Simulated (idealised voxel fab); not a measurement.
Presented below is a process module, voxel wiring stack.
Pictured: cross-section cut, 275 nm wide, on a grid of 5 nm square cells.
A cross-section is a grid of square cells, given in bands from the top down. A band is one or more rows of cells.
Quick guide to a band line: top height, bottom height (nm) up front; then every material left to right with its width in nm. Only one material and it's marked "full width"? Then it fills the band edge to edge. And "air" just means empty space.
Heights are expressed relative to 0, this being the level below which the as-received wafer comprises one material exclusively. The lowest band is unbounded in the downward direction and is denoted as in "0 and below".
When a width is written as two numbers, as in "30 to 40", the first number is the width in the top row of cells of the band and the second is the width in its bottom row, and the width changes by the same amount from each row to the next.
"remained unchanged" for a step: no cell of the cross-section changed in that step.
Any empty space of 8 cells or more lacking an open way to the top shows up in "Closed void table" as width x height at distance, distance from the left edge, in nm.
Past the settings on a step's line: simulator remark, on that step.
overlay nm: where the mask lay relative to plan, measured to the right, on steps with a mask; negatives go left.

### These are the steps we planned for the process
step 1: RECEIVE (material Si)
step 2: CONFORMAL_DEP (material SiO2; thk nm 15)
step 3: DIRECTIONAL_DEP (material TiN; thk nm 5)
step 4: DIRECTIONAL_DEP (material Ru; thk nm 25)
step 5: PATTERN (tone cover; mask id METAL_1; material resist; width nm 25; pitch nm 40; thk nm 20; overlay nm 0)
step 6: DIRECTIONAL_ETCH (etch materials Ru; depth nm 25)
step 7: DIRECTIONAL_ETCH (etch materials TiN; depth nm 5)
step 8: STRIP (etch materials resist)
step 9: FILL_DEP (material lowk; thk nm 10)
step 10: CMP (height nm 45)
step 11: CONFORMAL_DEP (material SiCN; thk nm 5)
step 12: DIRECTIONAL_DEP (material SiO2; thk nm 30)
step 13: DIRECTIONAL_DEP (material aC; thk nm 10)
step 14: PATTERN (tone open; mask id METAL_2; material resist; width nm 25; pitch nm 40; thk nm 30; overlay nm 0)
step 15: DIRECTIONAL_ETCH (etch materials aC; depth nm 10)
step 16: STRIP (etch materials resist)
step 17: DIRECTIONAL_ETCH (etch materials SiO2; depth nm 20)
step 18: STRIP (etch materials aC)
step 19: DIRECTIONAL_DEP (material aC; thk nm 15)
step 20: PATTERN (tone open; mask id METAL_2_HOLES; material resist; width nm 15; pitch nm 80; thk nm 35; overlay nm 0)
step 21: DIRECTIONAL_ETCH (etch materials aC; depth nm 15)
step 22: STRIP (etch materials resist)
step 23: DIRECTIONAL_ETCH (etch materials SiO2; depth nm 10)
step 24: DIRECTIONAL_ETCH (etch materials SiCN; depth nm 5)
step 25: STRIP (etch materials aC)
step 26: CONFORMAL_DEP (material TiN; thk nm 5)
step 27: FILL_DEP (material Cu; thk nm 10)
step 28: CMP (height nm 80)
step 29: CONFORMAL_DEP (material SiCN; thk nm 5)
step 30: DIRECTIONAL_DEP (material SiO2; thk nm 30)
step 31: PATTERN (tone open; mask id METAL_3; material resist; width nm 25; pitch nm 40; thk nm 15; overlay nm 0)
step 32: DIRECTIONAL_ETCH (etch materials SiO2; depth nm 20)
step 33: STRIP (etch materials resist)
step 34: DIRECTIONAL_DEP (material aC; thk nm 10)
step 35: PATTERN (tone open; mask id METAL_3_HOLES; material resist; width nm 15; pitch nm 80; thk nm 25; overlay nm 0)
step 36: DIRECTIONAL_ETCH (etch materials aC; depth nm 10)
step 37: STRIP (etch materials resist)
step 38: DIRECTIONAL_ETCH (etch materials SiO2; depth nm 10)
step 39: DIRECTIONAL_ETCH (etch materials SiCN; depth nm 5)
step 40: STRIP (etch materials aC)
step 41: CONFORMAL_DEP (material TiN; thk nm 5)
step 42: FILL_DEP (material Ru; thk nm 5)
step 43: CMP (height nm 115)
step 44: CONFORMAL_DEP (material SiCN; thk nm 5)
step 45: DIRECTIONAL_DEP (material SiO2; thk nm 30)
step 46: PATTERN (tone open; mask id METAL_4_HOLES; material resist; width nm 15; pitch nm 40; thk nm 20; overlay nm 0)
step 47: DIRECTIONAL_ETCH (etch materials SiO2; depth nm 30)
step 48: STRIP (etch materials resist)
step 49: PATTERN (tone open; mask id METAL_4; material resist; width nm 25; pitch nm 40; thk nm 20; overlay nm 0)
step 50: DIRECTIONAL_ETCH (etch materials SiO2; depth nm 20)
step 51: DIRECTIONAL_ETCH (etch materials SiCN; depth nm 5)
step 52: STRIP (etch materials resist)
step 53: CONFORMAL_DEP (material TiN; thk nm 5)
step 54: FILL_DEP (material Cu; thk nm 5)
step 55: CMP (height nm 150)
step 56: CONFORMAL_DEP (material SiCN; thk nm 5)

### Incoming wafer in cross-section (state: after step 1)
* 0 and below = Si full width
* Closed void table: none

### Cross-section taken at module completion on the first of two wafers; processed per the plan
* 155 down to 150 = SiCN full width
* 150 down to 135 = 85 SiO2 | 5 TiN | 15 Cu | 5 TiN | 15 SiO2 | 5 TiN | 15 Cu | 5 TiN | 15 SiO2 | 5 TiN | 15 Cu | 5 TiN | 85 SiO2
* 135 down to 130 = 85 SiO2 | 5 TiN | 5 Cu | 15 TiN | 15 SiO2 | 5 TiN | 5 Cu | 15 TiN | 15 SiO2 | 5 TiN | 5 Cu | 15 TiN | 85 SiO2
* 130 down to 120 = 85 SiO2 | 5 TiN | 5 Cu | 5 TiN | 25 SiO2 | 5 TiN | 5 Cu | 5 TiN | 25 SiO2 | 5 TiN | 5 Cu | 5 TiN | 95 SiO2
* 120 down to 115 = 85 SiCN | 15 TiN | 25 SiCN | 15 TiN | 25 SiCN | 15 TiN | 95 SiCN
* 115 down to 100 = 85 SiO2 | 5 TiN | 15 Ru | 5 TiN | 15 SiO2 | 5 TiN | 15 Ru | 5 TiN | 15 SiO2 | 5 TiN | 15 Ru | 5 TiN | 85 SiO2
* 100 down to 95 = 85 SiO2 | 5 TiN | 5 Ru | 15 TiN | 15 SiO2 | 25 TiN | 15 SiO2 | 5 TiN | 5 Ru | 15 TiN | 85 SiO2
* 95 down to 85 = 85 SiO2 | 5 TiN | 5 Ru | 5 TiN | 65 SiO2 | 5 TiN | 5 Ru | 5 TiN | 95 SiO2
* 85 down to 80 = 85 SiCN | 15 TiN | 65 SiCN | 15 TiN | 95 SiCN
* 80 down to 65 = 85 SiO2 | 5 TiN | 15 Cu | 5 TiN | 15 SiO2 | 5 TiN | 15 Cu | 5 TiN | 15 SiO2 | 5 TiN | 15 Cu | 5 TiN | 85 SiO2
* 65 down to 60 = 85 SiO2 | 5 TiN | 5 Cu | 15 TiN | 15 SiO2 | 25 TiN | 15 SiO2 | 5 TiN | 5 Cu | 15 TiN | 85 SiO2
* 60 down to 50 = 85 SiO2 | 5 TiN | 5 Cu | 5 TiN | 65 SiO2 | 5 TiN | 5 Cu | 5 TiN | 95 SiO2
* 50 down to 45 = 85 SiCN | 15 TiN | 65 SiCN | 15 TiN | 95 SiCN
* 45 down to 20 = 85 lowk | 25 Ru | 15 lowk | 25 Ru | 15 lowk | 25 Ru | 85 lowk
* 20 down to 15 = 85 lowk | 25 TiN | 15 lowk | 25 TiN | 15 lowk | 25 TiN | 85 lowk
* 15 down to 0 = SiO2 full width
* 0 and below = Si full width
* Closed void table: none

### The second wafer, shown in cross-section after the module: started the same way as the first and given the same plan, yet one mistake crept into how it was run
* 155 down to 150 = SiCN full width
* 150 down to 135 = 85 SiO2 | 5 TiN | 15 Cu | 5 TiN | 15 SiO2 | 5 TiN | 15 Cu | 5 TiN | 15 SiO2 | 5 TiN | 15 Cu | 5 TiN | 85 SiO2
* 135 down to 130 = 85 SiO2 | 5 TiN | 5 Cu | 15 TiN | 15 SiO2 | 5 TiN | 5 Cu | 15 TiN | 15 SiO2 | 5 TiN | 5 Cu | 15 TiN | 85 SiO2
* 130 down to 120 = 85 SiO2 | 5 TiN | 5 Cu | 5 TiN | 25 SiO2 | 5 TiN | 5 Cu | 5 TiN | 25 SiO2 | 5 TiN | 5 Cu | 5 TiN | 95 SiO2
* 120 down to 115 = 85 SiCN | 15 TiN | 25 SiCN | 15 TiN | 25 SiCN | 15 TiN | 95 SiCN
* 115 down to 100 = 85 SiO2 | 5 TiN | 15 Ru | 5 TiN | 15 SiO2 | 5 TiN | 15 Ru | 5 TiN | 15 SiO2 | 5 TiN | 15 Ru | 5 TiN | 85 SiO2
* 100 down to 95 = 85 SiO2 | 5 TiN | 5 Ru | 15 TiN | 15 SiO2 | 25 TiN | 15 SiO2 | 5 TiN | 5 Ru | 15 TiN | 85 SiO2
* 95 down to 85 = 85 SiO2 | 5 TiN | 5 Ru | 5 TiN | 65 SiO2 | 5 TiN | 5 Ru | 5 TiN | 95 SiO2
* 85 down to 80 = 85 SiCN | 15 TiN | 65 SiCN | 15 TiN | 95 SiCN
* 80 down to 75 = 85 SiO2 | 5 TiN | 5 Cu | 15 TiN | 15 SiO2 | 25 TiN | 15 SiO2 | 5 TiN | 5 Cu | 15 TiN | 85 SiO2
* 75 down to 60 = 85 SiO2 | 5 TiN | 5 Cu | 5 TiN | 10 aC | 15 SiO2 | 25 aC | 15 SiO2 | 5 TiN | 5 Cu | 5 TiN | 10 aC | 85 SiO2
* 60 down to 50 = 85 SiO2 | 5 TiN | 5 Cu | 5 TiN | 65 SiO2 | 5 TiN | 5 Cu | 5 TiN | 95 SiO2
* 50 down to 45 = 85 SiCN | 5 TiN | 5 Cu | 5 TiN | 65 SiCN | 5 TiN | 5 Cu | 5 TiN | 95 SiCN
* 45 down to 35 = 85 lowk | 5 TiN | 5 to 15 Cu | 15 to 5 TiN | 15 lowk | 25 Ru | 15 lowk | 5 TiN | 5 to 15 Cu | 15 to 5 TiN | 85 lowk
* 35 down to 30 = 85 lowk | 5 TiN | 5 Cu | 5 air | 5 Cu | 5 TiN | 15 lowk | 25 Ru | 15 lowk | 5 TiN | 5 Cu | 5 air | 5 Cu | 5 TiN | 85 lowk
* 30 down to 25 = 85 lowk | 5 TiN | 15 Cu | 5 TiN | 15 lowk | 25 Ru | 15 lowk | 5 TiN | 15 Cu | 5 TiN | 85 lowk
* 25 down to 20 = 85 lowk | 25 TiN | 15 lowk | 25 Ru | 15 lowk | 25 TiN | 85 lowk
* 20 down to 15 = 85 lowk | 25 TiN | 15 lowk | 25 TiN | 15 lowk | 25 TiN | 85 lowk
* 15 down to 0 = SiO2 full width
* 0 and below = Si full width
* Closed void table: none
Which mistake was made when the wafer was run? step 25 off recipe, ran as STRIP (etch materials Ru)
Once processing is complete, comparing cell counts shows that the second wafer has more or fewer of certain materials than the first: Cu: 1 fewer | Ru: 50 fewer | TiN: 22 more | aC: 27 more
